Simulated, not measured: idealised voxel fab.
process module | voxel self aligned contacts
cross-section cut | 180 nm wide | cells 5 nm
A cross-section is a grid of square cells, given in bands from the top down. A band is one or more rows of cells.
Each band's line starts with the height of the band's top and of its bottom, in nm. Then come its materials from left to right, each with its width in nm. One material with "throughout" fills the band from edge to edge. "air" is empty space.
Height 0 is the level under which the wafer as received is all one material. The lowest band goes on downwards, as in "0 down".
A width such as "30 to 40" changes by the same amount from each row of cells to the next, from the band's top row to its bottom row.
"no change" after a step means that no cell of the cross-section changed.
closed voids: empty space of 8 cells or more with no open way to the top, each as width x height at its distance from the left edge, in nm
after a step's settings: what the simulator itself notes on the step
overlay nm, on a step with a mask: how far to the right of its planned place the mask lay; to the left if negative
plan
1 op RECEIVE | material Si
2 op CONFORMAL_DEP | material SiO2 | thk nm 5
3 op DIRECTIONAL_DEP | material polySi | thk nm 20
4 op DIRECTIONAL_DEP | material SiN | thk nm 20
5 op MASKED_ETCH | tone cover | mask id GATE | width nm 30 | pitch nm 75 | etch materials SiN | depth nm 20 | overlay nm 0
6 op MASKED_ETCH | tone cover | mask id GATE | width nm 30 | pitch nm 75 | etch materials polySi | depth nm 20 | overlay nm 0
7 op CONFORMAL_DEP | material SiN | thk nm 10
8 op DIRECTIONAL_ETCH | etch materials SiN | depth nm 10
9 op FILL_DEP | material SiO2 | thk nm 10
10 op CMP | height nm 50
11 op PATTERN | tone open | mask id CONTACT | material resist | width nm 55 | thk nm 20 | overlay nm 0
12 op DIRECTIONAL_ETCH | etch materials SiO2 | depth nm 50
13 op STRIP | etch materials resist
14 op CONFORMAL_DEP | material TiN | thk nm 5
15 op FILL_DEP | material Ru | thk nm 5
16 op CMP | height nm 50
17 op CONFORMAL_DEP | material SiCN | thk nm 5
as received, after step 1
  0 down: Si throughout
  closed voids: none
first wafer at the end, as planned
  55 to 50: SiCN throughout
  50 to 45: SiO2 60 | TiN 20 | Ru 15 | TiN 20 | SiO2 65
  45 to 25: SiO2 25 | SiN 50 | TiN 5 | Ru 15 | TiN 5 | SiN 50 | SiO2 30
  25 to 5: SiO2 25 | SiN 10 | polySi 30 | SiN 10 | TiN 5 | Ru 15 | TiN 5 | SiN 10 | polySi 30 | SiN 10 | SiO2 30
  5 to 0: SiO2 75 | TiN 25 | SiO2 80
  0 down: Si throughout
  closed voids: none
second wafer at the end: like start, like plan, one mistake
  55 to 50: SiCN throughout
  50 to 45: SiO2 25 | SiN 50 | TiN 25 | SiN 50 | SiO2 30
  45 to 25: SiN throughout
  25 to 5: polySi throughout
  5 to 0: SiO2 throughout
  0 down: Si throughout
  closed voids: none
what went wrong: step 4 was run twice
at the end the second wafer has, in cells: 27 fewer of Ru | 52 more of SiN | 97 fewer of SiO2 | 24 fewer of TiN | 96 more of polySi
